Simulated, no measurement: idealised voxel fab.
The following is a process module called voxel self aligned vias.
cross-section cut | 215 nm wide | cells 5 nm
How to read a cross-section here: the picture is a grid of square cells, written as bands going from the top down, and any band can span one or more rows of cells. Top, bottom (nm), then materials left to right with widths (nm); lone material tagged "edge to edge" fills the whole band edge to edge; "blank" = empty space. It should be noted that heights are counted from 0, beneath which the wafer as supplied is of one material throughout, and that the lowest band possesses no lower boundary but continues downward, as written in "z 0 and below". A width such as "30->40" changes by the same amount from each row of cells to the next, from the band's top row to its bottom row. The designation "stayed the same", where it is given for a processing step, indicates that no cell of the cross-section was altered in the course of that step. What "Tabulated closed voids" gives you is every empty space of 8 cells or more that is cut off from the top. Each appears as width x height at distance, with the distance taken from the left edge and width, height and distance all in nm. What comes after the settings on a step's line is commentary from the simulator itself on that step. overlay nm: where the mask lay relative to plan, measured to the right, on steps with a mask; negatives go left.
**Set out below are the planned steps of the process**
step 1: RECEIVE [material Si]
step 2: CONFORMAL_DEP [material SiO2] [thk nm 10]
step 3: CONFORMAL_DEP [material SiCN] [thk nm 5]
step 4: DIRECTIONAL_DEP [material SiO2] [thk nm 20]
step 5: DIRECTIONAL_DEP [material aC] [thk nm 15]
step 6: PATTERN [tone open] [mask id LINES] [material resist] [width nm 20] [pitch nm 60] [thk nm 30] [overlay nm 0]
step 7: DIRECTIONAL_ETCH [etch materials aC] [depth nm 15]
step 8: STRIP [etch materials resist]
step 9: DIRECTIONAL_ETCH [etch materials SiO2] [depth nm 20]
step 10: STRIP [etch materials aC]
step 11: CONFORMAL_DEP [material TiN] [thk nm 5]
step 12: FILL_DEP [material W] [thk nm 10]
step 13: CMP [height nm 35]
step 14: SELECTIVE_ETCH [etch materials W Ru TiN] [depth nm 10]
step 15: FILL_DEP [material SiN] [thk nm 10]
step 16: CMP [height nm 35]
step 17: DIRECTIONAL_DEP [material SiO2] [thk nm 15]
step 18: DIRECTIONAL_DEP [material aC] [thk nm 10]
step 19: PATTERN [tone open] [mask id VIAS] [material resist] [width nm 30] [thk nm 30] [overlay nm 0]
step 20: DIRECTIONAL_ETCH [etch materials aC] [depth nm 10]
step 21: STRIP [etch materials resist]
step 22: DIRECTIONAL_ETCH [etch materials SiO2] [depth nm 15]
step 23: DIRECTIONAL_ETCH [etch materials SiN] [depth nm 10]
step 24: STRIP [etch materials aC]
step 25: CONFORMAL_DEP [material TiN] [thk nm 5]
step 26: FILL_DEP [material W] [thk nm 5]
step 27: CMP [height nm 50]
step 28: CONFORMAL_DEP [material SiN] [thk nm 5]
**So this is the incoming wafer in cross-section - it's already been through step 1**
z 0 and below  Si edge to edge
Tabulated closed voids: none
**Post-module cross-section: identical start and plan to those above, one misstep in execution**
z 55 to 50  SiN edge to edge
z 50 to 40  60 nm SiO2 | 5 nm TiN | 20 nm W | 5 nm TiN | 125 nm SiO2
z 40 to 35  60 nm SiO2 | 5 nm TiN | 10 nm W | 15 nm TiN | 125 nm SiO2
z 35 to 30  60 nm SiO2 | 5 nm TiN | 10 nm W | 5 nm TiN | 40 nm SiO2 | 20 nm SiN | 75 nm SiO2
z 30 to 25  60 nm SiO2 | 20 nm TiN | 40 nm SiO2 | 20 nm SiN | 75 nm SiO2
z 25 to 20  60 nm SiO2 | 5 nm TiN | 10 nm W | 5 nm TiN | 40 nm SiO2 | 5 nm TiN | 10 nm W | 5 nm TiN | 75 nm SiO2
z 20 to 15  60 nm SiO2 | 20 nm TiN | 40 nm SiO2 | 20 nm TiN | 75 nm SiO2
z 15 to 10  SiCN edge to edge
z 10 to 0  SiO2 edge to edge
z 0 and below  Si edge to edge
Tabulated closed voids: none
what went wrong: step 6 off recipe, ran as PATTERN [tone open] [mask id LINES] [material resist] [width nm 20] [pitch nm 60] [thk nm 30] [overlay nm -5]
